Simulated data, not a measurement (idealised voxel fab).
Process module heading - voxel wiring stack
Pictured: cross-section cut, 190 nm wide, on a grid of 5 nm square cells.
A cross-section in this document is a grid of square cells, and it is written down as bands, the top band listed before the ones below it; a band is made up of one or more rows of cells.
What a band's entry tells you: where the top is and where the bottom is, as heights in nm, and after that what lies inside, material by material from left to right, each with its width in nm. Empty space is written as the word "blank", and a single material marked with the word "edge to edge" occupies the band from edge to edge.
Beneath 0, the wafer as received is one material, and that level is where height counting begins. The lowest band goes on downward without a bottom; it is written like "0 nm and below".
Think of "30 to 40" as a width that walks from the first number to the second as you go down the band, top row to bottom row, taking equal-sized steps from row to row.
Basically "nothing was modified" means that step didn't change any cell in the cross-section.
The label "Enclosed cavities" introduces a list of the empty spaces, 8 cells or larger, that have no open way up to the top; each entry in it reads width x height at distance, where the distance is taken from the left edge and all three are stated in nm.
If you see something after the settings on a step's line, that's the simulator's own remark about that step.
"overlay nm" on a masked step: distance the mask lay right of its planned place, negative for left.

Planned process steps
1,RECEIVE | material Si
2,CONFORMAL_DEP | material SiO2 | thk nm 10
3,CONFORMAL_DEP | material SiCN | thk nm 5
4,DIRECTIONAL_DEP | material SiO2 | thk nm 25
5,MASKED_ETCH | tone open | mask id METAL_1 | width nm 30 | pitch nm 55 | etch materials SiO2 | depth nm 25 | overlay nm 0
6,MASKED_ETCH | tone open | mask id METAL_1 | width nm 30 | pitch nm 55 | etch materials SiCN | depth nm 5 | overlay nm 0
7,CONFORMAL_DEP | material TiN | thk nm 5
8,FILL_DEP | material Cu | thk nm 10
9,CMP | height nm 40
10,EPI | material Ru | thk nm 5
11,FILL_DEP | material SiCN | thk nm 5
12,DIRECTIONAL_DEP | material lowk | thk nm 10
13,MASKED_ETCH | tone open | mask id PLUG_1 | width nm 15 | pitch nm 55 | etch materials lowk | depth nm 10 | overlay nm 0
14,MASKED_ETCH | tone open | mask id PLUG_1 | width nm 15 | pitch nm 55 | etch materials SiCN | depth nm 5 | overlay nm 0
15,EPI | material Ru | thk nm 10
16,EPI | material Ru | thk nm 5
17,DIRECTIONAL_DEP | material TiN | thk nm 5
18,DIRECTIONAL_DEP | material W | thk nm 25
19,PATTERN | tone cover | mask id METAL_2 | material resist | width nm 30 | pitch nm 55 | thk nm 20 | overlay nm 0
20,DIRECTIONAL_ETCH | etch materials W | depth nm 25
21,DIRECTIONAL_ETCH | etch materials TiN | depth nm 5
22,STRIP | etch materials resist
23,CONFORMAL_DEP | material SiCN | thk nm 5
24,FILL_DEP | material lowk | thk nm 5
25,CMP | height nm 90
26,CONFORMAL_DEP | material SiCN | thk nm 5
27,DIRECTIONAL_DEP | material lowk | thk nm 15
28,DIRECTIONAL_DEP | material aC | thk nm 15
29,PATTERN | tone open | mask id PLUG_2 | material resist | width nm 15 | thk nm 30 | overlay nm 0
30,DIRECTIONAL_ETCH | etch materials aC | depth nm 15
31,STRIP | etch materials resist
32,DIRECTIONAL_ETCH | etch materials lowk | depth nm 15
33,DIRECTIONAL_ETCH | etch materials SiCN | depth nm 5
34,STRIP | etch materials aC
35,EPI | material Ru | thk nm 10
36,EPI | material Ru | thk nm 10
37,DIRECTIONAL_DEP | material TiN | thk nm 5
38,DIRECTIONAL_DEP | material Ru | thk nm 15
39,DIRECTIONAL_DEP | material aC | thk nm 15
40,PATTERN | tone cover | mask id METAL_3 | material resist | width nm 30 | pitch nm 55 | thk nm 30 | overlay nm 0
41,DIRECTIONAL_ETCH | etch materials aC | depth nm 15
42,STRIP | etch materials resist
43,DIRECTIONAL_ETCH | etch materials Ru | depth nm 15
44,DIRECTIONAL_ETCH | etch materials TiN | depth nm 5
45,STRIP | etch materials aC
46,CONFORMAL_DEP | material SiN | thk nm 5
47,FILL_DEP | material SiO2 | thk nm 10
48,CMP | height nm 130
49,CONFORMAL_DEP | material SiN | thk nm 5

Incoming wafer in cross-section (state: after step 1)
    0 nm and below: Si edge to edge
    Enclosed cavities: none

Starting structure and process plan are as shown above, but one mistake was made in running the module; the wafer cross-section at the end of the module follows
    135 nm to 130 nm: SiN edge to edge
    130 nm to 125 nm: SiO2: 45 | SiN: 5 | Ru: 25 | SiN: 5 | SiO2: 110
    125 nm to 120 nm: SiO2: 45 | SiN: 5 | Ru: 25 | SiN: 10 | SiO2: 15 | SiN: 40 | SiO2: 50
    120 nm to 115 nm: SiO2: 45 | SiN: 5 | Ru: 30 | SiN: 5 | SiO2: 15 | SiN: 5 | Ru: 30 | SiN: 5 | SiO2: 50
    115 nm to 110 nm: SiO2: 35 | SiN: 15 | TiN: 25 | Ru: 5 | SiN: 5 | SiO2: 15 | SiN: 5 | Ru: 30 | SiN: 5 | SiO2: 50
    110 nm to 105 nm: SiO2: 35 | SiN: 5 | Ru: 40 | SiN: 5 | SiO2: 15 | SiN: 5 | Ru: 30 | SiN: 5 | SiO2: 50
    105 nm to 100 nm: SiN: 40 | Ru: 35 | TiN: 5 | SiN: 25 | TiN: 30 | SiN: 55
    100 nm to 95 nm: lowk: 50 | Ru: 15 | lowk: 125
    95 nm to 90 nm: SiCN: 50 | Ru: 15 | SiCN: 125
    90 nm to 65 nm: lowk: 45 | SiCN: 5 | W: 30 | SiCN: 5 | lowk: 15 | SiCN: 5 | W: 30 | SiCN: 5 | lowk: 50
    65 nm to 60 nm: SiCN: 50 | TiN: 30 | SiCN: 25 | TiN: 30 | SiCN: 55
    60 nm to 50 nm: lowk: 50 | Ru: 15 | lowk: 40 | Ru: 15 | lowk: 70
    50 nm to 40 nm: SiCN: 50 to 45 | Ru: 15 to 40 | SiCN: 40 to 15 | Ru: 15 to 40 | SiCN: 70 to 50
    40 nm to 15 nm: SiO2: 50 | TiN: 5 | Cu: 20 | TiN: 5 | SiO2: 25 | TiN: 5 | Cu: 20 | TiN: 5 | SiO2: 55
    15 nm to 10 nm: SiCN: 50 | TiN: 30 | SiCN: 25 | TiN: 30 | SiCN: 55
    10 nm to 0 nm: SiO2 edge to edge
    0 nm and below: Si edge to edge
    Enclosed cavities: none
Misprocessing identified: step 27 was run on a setting that differed from the plan, and what really ran there is DIRECTIONAL_DEP | material lowk | thk nm 5
